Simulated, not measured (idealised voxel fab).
process module | voxel gate over fins
cross-section cut | 295 nm wide | cells 5 nm
A cross-section is a grid of square cells, given in bands from the top down. A band is one or more rows of cells.
Each band's line starts with the height of the band's top and of its bottom, in nm. Then come its materials from left to right, each with its width in nm. One material with "throughout" fills the band from edge to edge. "air" is empty space.
Height 0 is the level under which the wafer as received is all one material. The lowest band goes on downwards, as in "0 down".
A width such as "30 to 40" changes by the same amount from each row of cells to the next, from the band's top row to its bottom row.
"no change" after a step means that no cell of the cross-section changed.
closed voids: empty space of 8 cells or more with no open way to the top, each as width x height at its distance from the left edge, in nm
after a step's settings: what the simulator itself notes on the step
overlay nm, on a step with a mask: how far to the right of its planned place the mask lay; to the left if negative
plan
1 op RECEIVE | material Si
2 op CONFORMAL_DEP | material SiN | thk nm 10
3 op PATTERN | tone cover | mask id FINS | material resist | width nm 15 | pitch nm 45 | thk nm 20 | overlay nm 0
4 op DIRECTIONAL_ETCH | etch materials SiN | depth nm 10
5 op DIRECTIONAL_ETCH | etch materials Si | depth nm 40
6 op STRIP | etch materials resist
7 op OXIDIZE | depth nm 5
8 op FILL_DEP | material SiO2 | thk nm 15
9 op CMP | height nm 10
10 op SELECTIVE_ETCH | etch materials SiO2 | depth nm 20
11 op STRIP | etch materials SiN
12 op CONFORMAL_DEP | material HfO2 | thk nm 5
13 op CONFORMAL_DEP | material TiN | thk nm 5
14 op FILL_DEP | material W | thk nm 10
15 op CMP | height nm 15
16 op CONFORMAL_DEP | material SiN | thk nm 10
first wafer, as planned
as received, after step 1
  0 down: Si throughout
  closed voids: none
after step 2
  10 to 0: SiN throughout
  below 0: unchanged
after step 3
  30 to 10: air 115 | resist 15 | air 30 | resist 15 | air 120
  below 10: unchanged
after step 4
  30 to 10: air 115 | resist 15 | air 30 | resist 15 | air 120
  10 to 0: air 115 | SiN 15 | air 30 | SiN 15 | air 120
  below 0: unchanged
after step 5
  30 to 10: air 115 | resist 15 | air 30 | resist 15 | air 120
  10 to 0: air 115 | SiN 15 | air 30 | SiN 15 | air 120
  0 to -40: air 115 | Si 15 | air 30 | Si 15 | air 120
  below -40: unchanged
after step 6
  10 to 0: air 115 | SiN 15 | air 30 | SiN 15 | air 120
  below 0: unchanged
after step 7
  10 to 0: air 115 | SiN 15 | air 30 | SiN 15 | air 120
  0 to -40: air 115 | SiO2 5 | Si 5 | SiO2 5 | air 30 | SiO2 5 | Si 5 | SiO2 5 | air 120
  -40 to -45: SiO2 120 | Si 5 | SiO2 40 | Si 5 | SiO2 125
  below -45: unchanged
after step 8
  25 to 10: SiO2 throughout
  10 to 0: SiO2 115 | SiN 15 | SiO2 30 | SiN 15 | SiO2 120
  0 to -45: SiO2 120 | Si 5 | SiO2 40 | Si 5 | SiO2 125
  below -45: unchanged
after step 9
  10 to 0: SiO2 115 | SiN 15 | SiO2 30 | SiN 15 | SiO2 120
  below 0: unchanged
after step 10
  10 to 0: air 115 | SiN 15 | air 30 | SiN 15 | air 120
  0 to -10: air 120 | Si 5 | air 40 | Si 5 | air 125
  below -10: unchanged
after step 11
  0 to -10: air 120 | Si 5 | air 40 | Si 5 | air 125
  below -10: unchanged
after step 12
  5 to 0: air 115 | HfO2 15 | air 30 | HfO2 15 | air 120
  0 to -5: air 115 | HfO2 5 | Si 5 | HfO2 5 | air 30 | HfO2 5 | Si 5 | HfO2 5 | air 120
  -5 to -10: HfO2 120 | Si 5 | HfO2 40 | Si 5 | HfO2 125
  below -10: unchanged
after step 13
  10 to 5: air 110 | TiN 25 | air 20 | TiN 25 | air 115
  5 to 0: air 110 | TiN 5 | HfO2 15 | TiN 5 | air 20 | TiN 5 | HfO2 15 | TiN 5 | air 115
  0 to -5: TiN 115 | HfO2 5 | Si 5 | HfO2 5 | TiN 30 | HfO2 5 | Si 5 | HfO2 5 | TiN 120
  below -5: unchanged
after step 14
  20 to 10: W throughout
  10 to 5: W 110 | TiN 25 | W 20 | TiN 25 | W 115
  5 to 0: W 110 | TiN 5 | HfO2 15 | TiN 5 | W 20 | TiN 5 | HfO2 15 | TiN 5 | W 115
  below 0: unchanged
after step 15
  15 to 10: W throughout
  below 10: unchanged
after step 16
  25 to 15: SiN throughout
  below 15: unchanged
second wafer: like start, like plan, one mistake. Through step 8 it matches the first wafer
when step 9 should have ended: no change
when step 10 should have ended
  10 to 5: air 115 | SiN 15 | air 30 | SiN 15 | air 120
  below 5: unchanged
when step 11 should have ended
  5 to 0: SiO2 115 | air 15 | SiO2 30 | air 15 | SiO2 120
  below 0: unchanged
when step 12 should have ended
  10 to 5: HfO2 120 | air 5 | HfO2 40 | air 5 | HfO2 125
  5 to 0: SiO2 115 | HfO2 15 | SiO2 30 | HfO2 15 | SiO2 120
  below 0: unchanged
when step 13 should have ended
  15 to 10: TiN throughout
  10 to 5: HfO2 120 | TiN 5 | HfO2 40 | TiN 5 | HfO2 125
  below 5: unchanged
when step 14 should have ended
  25 to 15: W throughout
  below 15: unchanged
when step 15 should have ended
  15 to 10: TiN throughout
  below 10: unchanged
when step 16 should have ended
  25 to 15: SiN throughout
  below 15: unchanged
what went wrong: step 9 was left out
at the end the second wafer has, in cells: 4 fewer of HfO2 | 167 more of SiO2 | 6 fewer of TiN | 157 fewer of W
